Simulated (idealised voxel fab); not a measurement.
A process module follows: voxel wiring stack.
The figure presents cross-section cut, which has a width of 280 nm and is divided into square cells with an edge length of 5 nm.
Heads up, the way a cross-section reads in here is a grid of square cells, handed over as bands from the top down, with every band being one or more rows of cells.
Quick guide to a band line: top height, bottom height (nm) up front; then every material left to right with its width in nm. Only one material and it's marked "edge to edge"? Then it fills the band edge to edge. And "blank" just means empty space.
For the purposes of this specification, 0 denotes the height below which the wafer in its as-received condition is composed wholly of one material, and the lowermost band, lacking a lower limit, extends downward without end, as expressed in "0 -> down".
Per-row width for "30->40": begins at first number (top row of band), ends at second number (bottom row), increment between rows held constant.
For the purposes of this document, the phrase "all unchanged" attached to a step denotes that no cell within the cross-section was modified by that step.
The entry titled "Closed void register" provides the empty spaces that have no open way to the top, restricted to those of 8 cells or more. Each is presented as width x height at distance, the distance being measured from the left edge, with all three in nm.
The remark found on a step's line after its settings is issued by the simulator itself and pertains to that step.
overlay nm: mask offset rightward from planned place, masked step; negative means leftward offset.
[Intended process steps]
| 1 | RECEIVE, material Si |
| 2 | CONFORMAL_DEP, material SiO2, thk nm 10 |
| 3 | CONFORMAL_DEP, material SiCN, thk nm 5 |
| 4 | DIRECTIONAL_DEP, material lowk, thk nm 25 |
| 5 | DIRECTIONAL_DEP, material aC, thk nm 10 |
| 6 | PATTERN, tone open, mask id METAL_1, material resist, width nm 30, pitch nm 55, thk nm 30, overlay nm 0 |
| 7 | DIRECTIONAL_ETCH, etch materials aC, depth nm 10 |
| 8 | STRIP, etch materials resist |
| 9 | DIRECTIONAL_ETCH, etch materials lowk, depth nm 25 |
| 10 | DIRECTIONAL_ETCH, etch materials SiCN, depth nm 5 |
| 11 | STRIP, etch materials aC |
| 12 | CONFORMAL_DEP, material TiN, thk nm 5 |
| 13 | FILL_DEP, material Ru, thk nm 5 |
| 14 | CMP, height nm 40 |
| 15 | EPI, material Ru, thk nm 5 |
| 16 | FILL_DEP, material SiCN, thk nm 5 |
| 17 | DIRECTIONAL_DEP, material lowk, thk nm 15 |
| 18 | DIRECTIONAL_DEP, material aC, thk nm 15 |
| 19 | PATTERN, tone open, mask id PLUG_1, material resist, width nm 15, pitch nm 110, thk nm 35, overlay nm 0 |
| 20 | DIRECTIONAL_ETCH, etch materials aC, depth nm 15 |
| 21 | STRIP, etch materials resist |
| 22 | DIRECTIONAL_ETCH, etch materials lowk, depth nm 15 |
| 23 | DIRECTIONAL_ETCH, etch materials SiCN, depth nm 5 |
| 24 | STRIP, etch materials aC |
| 25 | EPI, material Ru, thk nm 10 |
| 26 | EPI, material Ru, thk nm 10 |
| 27 | DIRECTIONAL_DEP, material TiN, thk nm 5 |
| 28 | DIRECTIONAL_DEP, material W, thk nm 25 |
| 29 | DIRECTIONAL_DEP, material aC, thk nm 10 |
| 30 | PATTERN, tone cover, mask id METAL_2, material resist, width nm 30, pitch nm 55, thk nm 30, overlay nm -15 |
| 31 | DIRECTIONAL_ETCH, etch materials aC, depth nm 10 |
| 32 | STRIP, etch materials resist |
| 33 | DIRECTIONAL_ETCH, etch materials W, depth nm 25 |
| 34 | DIRECTIONAL_ETCH, etch materials TiN, depth nm 5 |
| 35 | STRIP, etch materials aC |
| 36 | CONFORMAL_DEP, material SiCN, thk nm 5 |
| 37 | FILL_DEP, material lowk, thk nm 5 |
| 38 | CMP, height nm 95 |
| 39 | CONFORMAL_DEP, material SiCN, thk nm 5 |
| 40 | DIRECTIONAL_DEP, material SiO2, thk nm 20 |
| 41 | MASKED_ETCH, tone open, mask id PLUG_2, width nm 15, pitch nm 55, etch materials SiO2, depth nm 20, overlay nm 0 |
| 42 | MASKED_ETCH, tone open, mask id PLUG_2, width nm 15, pitch nm 55, etch materials SiCN, depth nm 5, overlay nm 0 |
| 43 | EPI, material Ru, thk nm 10 |
| 44 | EPI, material Ru, thk nm 10 |
| 45 | EPI, material Ru, thk nm 5 |
| 46 | DIRECTIONAL_DEP, material TiN, thk nm 5 |
| 47 | DIRECTIONAL_DEP, material Ru, thk nm 25 |
| 48 | MASKED_ETCH, tone cover, mask id METAL_3, width nm 30, pitch nm 55, etch materials Ru, depth nm 25, overlay nm 0 |
| 49 | MASKED_ETCH, tone cover, mask id METAL_3, width nm 30, pitch nm 55, etch materials TiN, depth nm 5, overlay nm 0 |
| 50 | FILL_DEP, material lowk, thk nm 5 |
| 51 | CMP, height nm 150 |
| 52 | CONFORMAL_DEP, material SiN, thk nm 5 |
varied across the wafers: overlay nm of step 30. The plan shows the first wafer's value. All wafers start alike
[Incoming state of the first of several wafers in cross-section: after step 1]
> 0 -> down: Si edge to edge
> Closed void register: none
[The rows of the table below are wafers. Looking at the end of the module, a row counts, for every material, the cells the wafer has gained, shown as (+), or lost, shown as (-), since it was received; its closed voids come next]
overlay nm -15, +316 Ru, +222 SiCN, +56 SiN, +288 SiO2, +112 TiN, +120 W, +622 lowk, Closed void register: none
overlay nm -10, +316 Ru, +222 SiCN, +56 SiN, +288 SiO2, +112 TiN, +120 W, +622 lowk, Closed void register: none
overlay nm -5, +316 Ru, +222 SiCN, +56 SiN, +288 SiO2, +112 TiN, +120 W, +622 lowk, Closed void register: none
overlay nm 0, +316 Ru, +222 SiCN, +56 SiN, +288 SiO2, +112 TiN, +120 W, +622 lowk, Closed void register: none
overlay nm 5, +316 Ru, +222 SiCN, +56 SiN, +288 SiO2, +112 TiN, +120 W, +622 lowk, Closed void register: none
overlay nm 10, +316 Ru, +222 SiCN, +56 SiN, +288 SiO2, +112 TiN, +120 W, +622 lowk, Closed void register: none
overlay nm 15, +256 Ru, +222 SiCN, +56 SiN, +288 SiO2, +112 TiN, +120 W, +682 lowk, Closed void register: none
